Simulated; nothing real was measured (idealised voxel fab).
process module | voxel self aligned vias
cross-section cut | 185 nm wide | cells 5 nm
A cross-section is a grid of square cells, given in bands from the top down. A band is one or more rows of cells.
Each band's line starts with the height of the band's top and of its bottom, in nm. Then come its materials from left to right, each with its width in nm. One material with "throughout" fills the band from edge to edge. "air" is empty space.
Height 0 is the level under which the wafer as received is all one material. The lowest band goes on downwards, as in "0 down".
A width such as "30 to 40" changes by the same amount from each row of cells to the next, from the band's top row to its bottom row.
"no change" after a step means that no cell of the cross-section changed.
closed voids: empty space of 8 cells or more with no open way to the top, each as width x height at its distance from the left edge, in nm
after a step's settings: what the simulator itself notes on the step
overlay nm, on a step with a mask: how far to the right of its planned place the mask lay; to the left if negative
plan
1 op RECEIVE | material Si
2 op CONFORMAL_DEP | material SiO2 | thk nm 15
3 op CONFORMAL_DEP | material SiCN | thk nm 5
4 op DIRECTIONAL_DEP | material lowk | thk nm 30
5 op PATTERN | tone open | mask id LINES | material resist | width nm 20 | pitch nm 60 | thk nm 15 | overlay nm 0
6 op DIRECTIONAL_ETCH | etch materials lowk | depth nm 30
7 op STRIP | etch materials resist
8 op CONFORMAL_DEP | material TiN | thk nm 5
9 op FILL_DEP | material Ru | thk nm 10
10 op CMP | height nm 50
11 op SELECTIVE_ETCH | etch materials W Ru TiN | depth nm 10
12 op FILL_DEP | material SiN | thk nm 10
13 op CMP | height nm 50
14 op DIRECTIONAL_DEP | material lowk | thk nm 15
15 op PATTERN | tone open | mask id VIAS | material resist | width nm 30 | pitch nm 60 | thk nm 20 | overlay nm 0
16 op DIRECTIONAL_ETCH | etch materials lowk | depth nm 15
17 op DIRECTIONAL_ETCH | etch materials SiN | depth nm 5
18 op STRIP | etch materials resist
19 op CONFORMAL_DEP | material TiN | thk nm 5
20 op FILL_DEP | material Ru | thk nm 5
21 op CMP | height nm 65
22 op CONFORMAL_DEP | material SiN | thk nm 5
varied across the wafers: depth nm of step 17. The plan shows the first wafer's value. All wafers start alike
first wafer as received, after step 1
  0 down: Si throughout
  closed voids: none
first wafer at the end, after step 22
  70 to 65: SiN throughout
  65 to 55: lowk 15 | TiN 5 | Ru 20 | TiN 5 | lowk 30 | TiN 5 | Ru 20 | TiN 5 | lowk 30 | TiN 5 | Ru 20 | TiN 5 | lowk 20
  55 to 50: lowk 15 | TiN 10 | Ru 10 | TiN 10 | lowk 30 | TiN 10 | Ru 10 | TiN 10 | lowk 30 | TiN 10 | Ru 10 | TiN 10 | lowk 20
  50 to 45: lowk 20 | TiN 20 | lowk 40 | TiN 20 | lowk 40 | TiN 20 | lowk 25
  45 to 40: lowk 20 | SiN 20 | lowk 40 | SiN 20 | lowk 40 | SiN 20 | lowk 25
  40 to 25: lowk 20 | TiN 5 | Ru 10 | TiN 5 | lowk 40 | TiN 5 | Ru 10 | TiN 5 | lowk 40 | TiN 5 | Ru 10 | TiN 5 | lowk 25
  25 to 20: lowk 20 | TiN 20 | lowk 40 | TiN 20 | lowk 40 | TiN 20 | lowk 25
  20 to 15: SiCN throughout
  15 to 0: SiO2 throughout
  0 down: Si throughout
  closed voids: none
last wafer at the end
  70 to 65: SiN throughout
  65 to 55: lowk 15 | TiN 5 | Ru 20 | TiN 5 | lowk 30 | TiN 5 | Ru 20 | TiN 5 | lowk 30 | TiN 5 | Ru 20 | TiN 5 | lowk 20
  55 to 45: lowk 15 to 20 | TiN 10 to 5 | Ru 10 | TiN 10 to 5 | lowk 30 to 40 | TiN 10 to 5 | Ru 10 | TiN 10 to 5 | lowk 30 to 40 | TiN 10 to 5 | Ru 10 | TiN 10 to 5 | lowk 20 to 25
  45 to 40: lowk 20 | TiN 20 | lowk 40 | TiN 20 | lowk 40 | TiN 20 | lowk 25
  40 to 25: lowk 20 | TiN 5 | Ru 10 | TiN 5 | lowk 40 | TiN 5 | Ru 10 | TiN 5 | lowk 40 | TiN 5 | Ru 10 | TiN 5 | lowk 25
  25 to 20: lowk 20 | TiN 20 | lowk 40 | TiN 20 | lowk 40 | TiN 20 | lowk 25
  20 to 15: SiCN throughout
  15 to 0: SiO2 throughout
  0 down: Si throughout
  closed voids: none
each wafer at the end: cells of each material gained (+) or lost (-) since it was received, then its closed voids
depth nm 5 | +48 Ru | +37 SiCN | +49 SiN | +111 SiO2 | +66 TiN | +207 lowk | closed voids: none
depth nm 10 | +54 Ru | +37 SiCN | +37 SiN | +111 SiO2 | +72 TiN | +207 lowk | closed voids: none
depth nm 15 | +54 Ru | +37 SiCN | +37 SiN | +111 SiO2 | +72 TiN | +207 lowk | closed voids: none
depth nm 20 | +54 Ru | +37 SiCN | +37 SiN | +111 SiO2 | +72 TiN | +207 lowk | closed voids: none
depth nm 25 | +54 Ru | +37 SiCN | +37 SiN | +111 SiO2 | +72 TiN | +207 lowk | closed voids: none
